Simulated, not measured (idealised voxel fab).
The process module presented herein is designated voxel transistor to metal.
Xsec cut, 235 nm wide, square cell size 5 nm.
Square cells in a grid make up a cross-section in this document, and the grid is given as bands, listed from the top down, each one or more rows of cells.
What a band's entry tells you: where the top is and where the bottom is, as heights in nm, and after that what lies inside, material by material from left to right, each with its width in nm. Empty space is written as the word "empty", and a single material marked with the word "edge to edge" occupies the band from edge to edge.
Measure heights from 0. That's the level where, below it, the as-received wafer is all one material. The lowest band is bottomless and extends downward; write it as in "0 and below".
Per-row width for "30->40": begins at first number (top row of band), ends at second number (bottom row), increment between rows held constant.
No cell of the cross-section changed in a step that is given as "nothing altered".
"Closed cavities": empty spaces of 8 cells or more with no open way to the top, each given as width x height at distance, distance from the left edge, all in nm.
Note: text after step settings on the step line = simulator remark on that step.
overlay nm, on a step with a mask: how far to the right of its planned place the mask lay; to the left if negative

LIST OF PLANNED PROCESS STEPS
1. RECEIVE, material Si
2. OXIDIZE, depth nm 5
3. CONFORMAL_DEP, material SiN, thk nm 15
4. DIRECTIONAL_DEP, material aC, thk nm 15
5. PATTERN, tone cover, mask id ACTIVE, material resist, width nm 85, pitch nm 105, thk nm 35, overlay nm 0
6. DIRECTIONAL_ETCH, etch materials aC, depth nm 15
7. STRIP, etch materials resist
8. DIRECTIONAL_ETCH, etch materials SiN, depth nm 15
9. DIRECTIONAL_ETCH, etch materials SiO2, depth nm 5
10. DIRECTIONAL_ETCH, etch materials Si, depth nm 30
11. STRIP, etch materials aC
12. OXIDIZE, depth nm 5
13. FILL_DEP, material SiO2, thk nm 15
14. CMP, height nm 15
15. SELECTIVE_ETCH, etch materials SiO2, depth nm 10
16. STRIP, etch materials SiN
17. SELECTIVE_ETCH, etch materials SiO2, depth nm 5
18. OXIDIZE, depth nm 5
19. DIRECTIONAL_DEP, material polySi, thk nm 20
20. DIRECTIONAL_DEP, material SiCN, thk nm 15
21. DIRECTIONAL_DEP, material aC, thk nm 10
22. PATTERN, tone cover, mask id GATE, material resist, width nm 15, pitch nm 105, thk nm 30, overlay nm 0
23. DIRECTIONAL_ETCH, etch materials aC, depth nm 10
24. STRIP, etch materials resist
25. DIRECTIONAL_ETCH, etch materials SiCN, depth nm 25
26. DIRECTIONAL_ETCH, etch materials polySi, depth nm 30
27. STRIP, etch materials aC
28. CONFORMAL_DEP, material SiO2, thk nm 5
29. DIRECTIONAL_ETCH, etch materials SiO2, depth nm 5
30. CONFORMAL_DEP, material SiN, thk nm 5
31. DIRECTIONAL_ETCH, etch materials SiN, depth nm 5
32. DIRECTIONAL_ETCH, etch materials SiO2, depth nm 5
33. DIRECTIONAL_ETCH, etch materials Si, depth nm 5
34. EPI, material SiGe, thk nm 5
35. FILL_DEP, material SiO2, thk nm 5
36. CMP, height nm 30
37. DIRECTIONAL_DEP, material SiO2, thk nm 10
38. PATTERN, tone open, mask id CONTACT, material resist, width nm 15, thk nm 15, overlay nm 0
39. DIRECTIONAL_ETCH, etch materials SiO2, depth nm 50
40. STRIP, etch materials resist
41. CONFORMAL_DEP, material TiN, thk nm 5
42. FILL_DEP, material W, thk nm 10
43. CMP, height nm 40
44. DIRECTIONAL_DEP, material TiN, thk nm 5
45. DIRECTIONAL_DEP, material W, thk nm 25
46. MASKED_ETCH, tone cover, mask id METAL_1, width nm 15, etch materials W, depth nm 25, overlay nm 0
47. MASKED_ETCH, tone cover, mask id METAL_1, width nm 15, etch materials TiN, depth nm 5, overlay nm 0
48. FILL_DEP, material SiO2, thk nm 10
49. CMP, height nm 70
50. CONFORMAL_DEP, material SiCN, thk nm 5
51. DIRECTIONAL_DEP, material SiO2, thk nm 30
52. PATTERN, tone open, mask id METAL_2, material resist, width nm 15, pitch nm 105, thk nm 15, overlay nm 0
53. DIRECTIONAL_ETCH, etch materials SiO2, depth nm 15
54. STRIP, etch materials resist
55. PATTERN, tone open, mask id METAL_2_HOLES, material resist, width nm 15, pitch nm 105, thk nm 20, overlay nm 0
56. DIRECTIONAL_ETCH, etch materials SiO2, depth nm 15
57. DIRECTIONAL_ETCH, etch materials SiCN, depth nm 5
58. STRIP, etch materials resist
59. CONFORMAL_DEP, material TiN, thk nm 5
60. FILL_DEP, material Ru, thk nm 5
61. CMP, height nm 105
62. CONFORMAL_DEP, material SiCN, thk nm 5

AS-RECEIVED WAFER CROSS-SECTION (AFTER STEP 1)
	0 and below  Si edge to edge
	Closed cavities: none

END STATE OF THE MODULE IN CROSS-SECTION, GIVEN THE ABOVE STARTING POINT AND PLAN AND ONE MISTAKE IN EXECUTION
	110 down to 105  SiCN edge to edge
	105 down to 75  SiO2 25 nm  TiN 5 nm  Ru 5 nm  TiN 5 nm  SiO2 90 nm  TiN 5 nm  Ru 5 nm  TiN 5 nm  SiO2 90 nm
	75 down to 70  SiCN 25 nm  TiN 15 nm  SiCN 90 nm  TiN 15 nm  SiCN 90 nm
	70 down to 45  SiO2 25 nm  W 15 nm  SiO2 45 nm  W 15 nm  SiO2 30 nm  W 15 nm  SiO2 45 nm  W 15 nm  SiO2 30 nm
	45 down to 40  SiO2 25 nm  TiN 15 nm  SiO2 45 nm  TiN 15 nm  SiO2 30 nm  TiN 15 nm  SiO2 45 nm  TiN 15 nm  SiO2 30 nm
	40 down to 30  SiO2 25 nm  TiN 5 nm  W 5 nm  TiN 5 nm  SiO2 45 nm  TiN 5 nm  W 5 nm  TiN 5 nm  SiO2 30 nm  TiN 5 nm  W 5 nm  TiN 5 nm  SiO2 45 nm  TiN 5 nm  W 5 nm  TiN 5 nm  SiO2 30 nm
	30 down to 25  SiO2 25 nm  TiN 5 nm  W 5 nm  TiN 5 nm  SiO2 5 nm  SiN 5 nm  SiO2 5 nm  SiCN 15 nm  SiO2 5 nm  SiN 5 nm  SiO2 5 nm  TiN 5 nm  W 5 nm  TiN 5 nm  SiO2 30 nm  TiN 5 nm  W 5 nm  TiN 5 nm  SiO2 5 nm  SiN 5 nm  SiO2 5 nm  SiCN 15 nm  SiO2 5 nm  SiN 5 nm  SiO2 5 nm  TiN 5 nm  W 5 nm  TiN 5 nm  SiO2 30 nm
	25 down to 20  SiCN 15 nm  SiO2 5 nm  SiN 5 nm  TiN 15 nm  SiO2 5 nm  SiN 5 nm  SiO2 5 nm  SiCN 15 nm  SiO2 5 nm  SiN 5 nm  SiO2 5 nm  TiN 15 nm  SiN 5 nm  SiO2 5 nm  SiCN 10 nm  SiO2 5 nm  SiN 5 nm  TiN 15 nm  SiO2 5 nm  SiN 5 nm  SiO2 5 nm  SiCN 15 nm  SiO2 5 nm  SiN 5 nm  SiO2 5 nm  TiN 15 nm  SiN 5 nm  SiO2 5 nm  SiCN 20 nm
	20 down to 15  polySi 15 nm  SiCN 95 nm  polySi 10 nm  SiCN 95 nm  polySi 20 nm
	15 down to 0  polySi edge to edge
	0 down to -5  SiO2 15 nm  polySi 95 nm  SiO2 10 nm  polySi 95 nm  SiO2 20 nm
	-5 down to -10  SiO2 edge to edge
	-10 down to -40  SiO2 25 nm  Si 75 nm  SiO2 30 nm  Si 75 nm  SiO2 30 nm
	-40 and below  Si edge to edge
	Closed cavities: none
Diagnosis: execution of plan step 20 occurred twice
